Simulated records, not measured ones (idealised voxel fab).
process module | voxel trench capacitor
cross-section cut | 260 nm wide | cells 5 nm
A cross-section is a grid of square cells, given in bands from the top down. A band is one or more rows of cells.
Each band's line starts with the height of the band's top and of its bottom, in nm. Then come its materials from left to right, each with its width in nm. One material with "throughout" fills the band from edge to edge. "air" is empty space.
Height 0 is the level under which the wafer as received is all one material. The lowest band goes on downwards, as in "0 down".
A width such as "30 to 40" changes by the same amount from each row of cells to the next, from the band's top row to its bottom row.
"no change" after a step means that no cell of the cross-section changed.
closed voids: empty space of 8 cells or more with no open way to the top, each as width x height at its distance from the left edge, in nm
after a step's settings: what the simulator itself notes on the step
overlay nm, on a step with a mask: how far to the right of its planned place the mask lay; to the left if negative
plan
1 op RECEIVE | material Si
2 op CONFORMAL_DEP | material SiN | thk nm 10
3 op DIRECTIONAL_DEP | material aC | thk nm 15
4 op PATTERN | tone open | mask id TRENCH | material resist | width nm 30 | pitch nm 55 | thk nm 30 | overlay nm 0
5 op DIRECTIONAL_ETCH | etch materials aC | depth nm 15
6 op STRIP | etch materials resist
7 op DIRECTIONAL_ETCH | etch materials SiN | depth nm 5
8 op DIRECTIONAL_ETCH | etch materials Si | depth nm 30
9 op STRIP | etch materials aC
10 op CONFORMAL_DEP | material HfO2 | thk nm 5
11 op CONFORMAL_DEP | material TiN | thk nm 5
12 op FILL_DEP | material W | thk nm 10
13 op CMP | height nm 10
varied across the wafers: depth nm of step 7. The plan shows the first wafer's value. All wafers start alike
first wafer as received, after step 1
  0 down: Si throughout
  closed voids: none
first wafer at the end, after step 13
  10 to 5: SiN 30 | HfO2 30 | SiN 25 | HfO2 30 | SiN 25 | HfO2 30 | SiN 25 | HfO2 30 | SiN 35
  5 to 0: SiN throughout
  0 down: Si throughout
  closed voids: none
last wafer at the end
  10 to 0: SiN 30 | HfO2 5 | TiN 5 | W 10 | TiN 5 | HfO2 5 | SiN 25 | HfO2 5 | TiN 5 | W 10 | TiN 5 | HfO2 5 | SiN 25 | HfO2 5 | TiN 5 | W 10 | TiN 5 | HfO2 5 | SiN 25 | HfO2 5 | TiN 5 | W 10 | TiN 5 | HfO2 5 | SiN 35
  0 to -20: Si 30 | HfO2 5 | TiN 5 | W 10 | TiN 5 | HfO2 5 | Si 25 | HfO2 5 | TiN 5 | W 10 | TiN 5 | HfO2 5 | Si 25 | HfO2 5 | TiN 5 | W 10 | TiN 5 | HfO2 5 | Si 25 | HfO2 5 | TiN 5 | W 10 | TiN 5 | HfO2 5 | Si 35
  -20 to -25: Si 30 | HfO2 5 | TiN 20 | HfO2 5 | Si 25 | HfO2 5 | TiN 20 | HfO2 5 | Si 25 | HfO2 5 | TiN 20 | HfO2 5 | Si 25 | HfO2 5 | TiN 20 | HfO2 5 | Si 35
  -25 to -30: Si 30 | HfO2 30 | Si 25 | HfO2 30 | Si 25 | HfO2 30 | Si 25 | HfO2 30 | Si 35
  -30 down: Si throughout
  closed voids: none
each wafer at the end: cells of each material gained (+) or lost (-) since it was received, then its closed voids
depth nm 5 | +24 HfO2 | +80 SiN | closed voids: none
depth nm 10 | +80 HfO2 | -144 Si | +56 SiN | +64 TiN | +48 W | closed voids: none
depth nm 15 | +80 HfO2 | -144 Si | +56 SiN | +64 TiN | +48 W | closed voids: none
depth nm 20 | +80 HfO2 | -144 Si | +56 SiN | +64 TiN | +48 W | closed voids: none
depth nm 25 | +80 HfO2 | -144 Si | +56 SiN | +64 TiN | +48 W | closed voids: none
